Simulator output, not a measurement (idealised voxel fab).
This is a process module. Its name is voxel wiring stack.
For reference, the cross-section in this document is cut, with width 255 nm and square cells of 5 nm.
Reading order for cross-sections: top band down to bottom band. Underlying form: a grid of square cells. Band size: one or more rows of cells.
Band: top height; bottom height; in nm. Then, left to right: material with width in nm, for each material. "everywhere": a single material spanning edge to edge. "empty": empty space.
Heights are expressed relative to 0, this being the level below which the as-received wafer comprises one material exclusively. The lowest band is unbounded in the downward direction and is denoted as in "top 0, no bottom".
When a width is written as two numbers, as in "30..40", the first number is the width in the top row of cells of the band and the second is the width in its bottom row, and the width changes by the same amount from each row to the next.
A step reported as "nothing got changed" is a step in which no cell of the cross-section changed.
Listed in "Sealed void list": every empty space of 8 or more cells without an open way to the top. Form: width x height at distance, the distance being from the left edge, all in nm.
Note: text after step settings on the step line = simulator remark on that step.
Each step line may optionally specify "overlay nm", which for a step with a mask gives the rightward distance between the mask's planned place and where it lay, a negative value indicating the leftward direction.
## Steps in the process plan
1: op RECEIVE | material Si
2: op CONFORMAL_DEP | material SiO2 | thk nm 10
3: op CONFORMAL_DEP | material SiCN | thk nm 5
4: op DIRECTIONAL_DEP | material SiO2 | thk nm 20
5: op MASKED_ETCH | tone open | mask id METAL_1 | width nm 25 | pitch nm 55 | etch materials SiO2 | depth nm 20 | overlay nm 0
6: op MASKED_ETCH | tone open | mask id METAL_1 | width nm 25 | pitch nm 55 | etch materials SiCN | depth nm 5 | overlay nm 0
7: op CONFORMAL_DEP | material TiN | thk nm 5
8: op FILL_DEP | material W | thk nm 5
9: op CMP | height nm 35
10: op EPI | material Ru | thk nm 5
11: op FILL_DEP | material SiCN | thk nm 5
12: op DIRECTIONAL_DEP | material lowk | thk nm 25
13: op DIRECTIONAL_DEP | material aC | thk nm 10
14: op PATTERN | tone open | mask id METAL_2_HOLES | material resist | width nm 15 | pitch nm 55 | thk nm 30 | overlay nm 0
15: op DIRECTIONAL_ETCH | etch materials aC | depth nm 10
16: op STRIP | etch materials resist
17: op DIRECTIONAL_ETCH | etch materials lowk | depth nm 25
18: op STRIP | etch materials aC
19: op PATTERN | tone open | mask id METAL_2 | material resist | width nm 25 | pitch nm 55 | thk nm 20 | overlay nm 0
20: op DIRECTIONAL_ETCH | etch materials lowk | depth nm 15
21: op DIRECTIONAL_ETCH | etch materials SiCN | depth nm 5
22: op STRIP | etch materials resist
23: op CONFORMAL_DEP | material TiN | thk nm 5
24: op FILL_DEP | material Ru | thk nm 10
25: op CMP | height nm 70
26: op CONFORMAL_DEP | material SiCN | thk nm 5
27: op DIRECTIONAL_DEP | material lowk | thk nm 25
28: op DIRECTIONAL_DEP | material aC | thk nm 15
29: op PATTERN | tone open | mask id METAL_3 | material resist | width nm 25 | pitch nm 55 | thk nm 30 | overlay nm 0
30: op DIRECTIONAL_ETCH | etch materials aC | depth nm 15
31: op STRIP | etch materials resist
32: op DIRECTIONAL_ETCH | etch materials lowk | depth nm 15
33: op STRIP | etch materials aC
34: op PATTERN | tone open | mask id METAL_3_HOLES | material resist | width nm 15 | pitch nm 55 | thk nm 20 | overlay nm 0
35: op DIRECTIONAL_ETCH | etch materials lowk | depth nm 10
36: op DIRECTIONAL_ETCH | etch materials SiCN | depth nm 5
37: op STRIP | etch materials resist
38: op CONFORMAL_DEP | material TiN | thk nm 5
39: op FILL_DEP | material Cu | thk nm 10
40: op CMP | height nm 100
41: op CONFORMAL_DEP | material SiN | thk nm 5
## Incoming wafer in cross-section (state: after step 1)
    top 0, no bottom = Si everywhere
    Sealed void list: none
## Cross-section at module end, one run error; start and plan unchanged from above
    top 105, bottom 100 = SiN everywhere
    top 100, bottom 90 = lowk=60; TiN=5; Cu=15; TiN=5; lowk=30; TiN=5; Cu=15; TiN=5; lowk=30; TiN=5; Cu=15; TiN=5; lowk=60
    top 90, bottom 85 = lowk=60; TiN=5; Cu=5; TiN=15; lowk=30; TiN=5; Cu=5; TiN=15; lowk=30; TiN=5; Cu=5; TiN=15; lowk=60
    top 85, bottom 75 = lowk=60; TiN=5; Cu=5; TiN=5; lowk=40; TiN=5; Cu=5; TiN=5; lowk=40; TiN=5; Cu=5; TiN=5; lowk=70
    top 75, bottom 70 = SiCN=60; TiN=15; SiCN=40; TiN=15; SiCN=40; TiN=15; SiCN=70
    top 70, bottom 60 = lowk=60; TiN=5; Ru=15; TiN=5; lowk=30; TiN=5; Ru=15; TiN=5; lowk=30; TiN=5; Ru=15; TiN=5; lowk=60
    top 60, bottom 55 = lowk=60; TiN=5; Ru=5; TiN=15; lowk=30; TiN=5; Ru=5; TiN=15; lowk=30; TiN=5; Ru=5; TiN=15; lowk=60
    top 55, bottom 45 = lowk=60; TiN=5; Ru=5; TiN=5; lowk=40; TiN=5; Ru=5; TiN=5; lowk=40; TiN=5; Ru=5; TiN=5; lowk=70
    top 45, bottom 40 = SiCN=60; TiN=15; SiCN=40; TiN=15; SiCN=40; TiN=15; SiCN=70
    top 40, bottom 35 = SiCN=55; Ru=35; SiCN=20; Ru=35; SiCN=20; Ru=35; SiCN=55
    top 35, bottom 20 = SiO2=60; TiN=5; W=15; TiN=5; SiO2=30; TiN=5; W=15; TiN=5; SiO2=30; TiN=5; W=15; TiN=5; SiO2=60
    top 20, bottom 15 = SiO2=60; TiN=5; W=10; TiN=10; SiO2=30; TiN=5; W=10; TiN=10; SiO2=30; TiN=5; W=10; TiN=10; SiO2=60
    top 15, bottom 10 = SiCN=60; TiN=20; SiCN=35; TiN=20; SiCN=35; TiN=20; SiCN=65
    top 10, bottom 0 = SiO2 everywhere
    top 0, no bottom = Si everywhere
    Sealed void list: none
Deviation noted in wafer processing: step 6 went in with a setting other than planned; the actual run was op MASKED_ETCH | tone open | mask id METAL_1 | width nm 25 | pitch nm 55 | etch materials SiCN | depth nm 5 | overlay nm -5
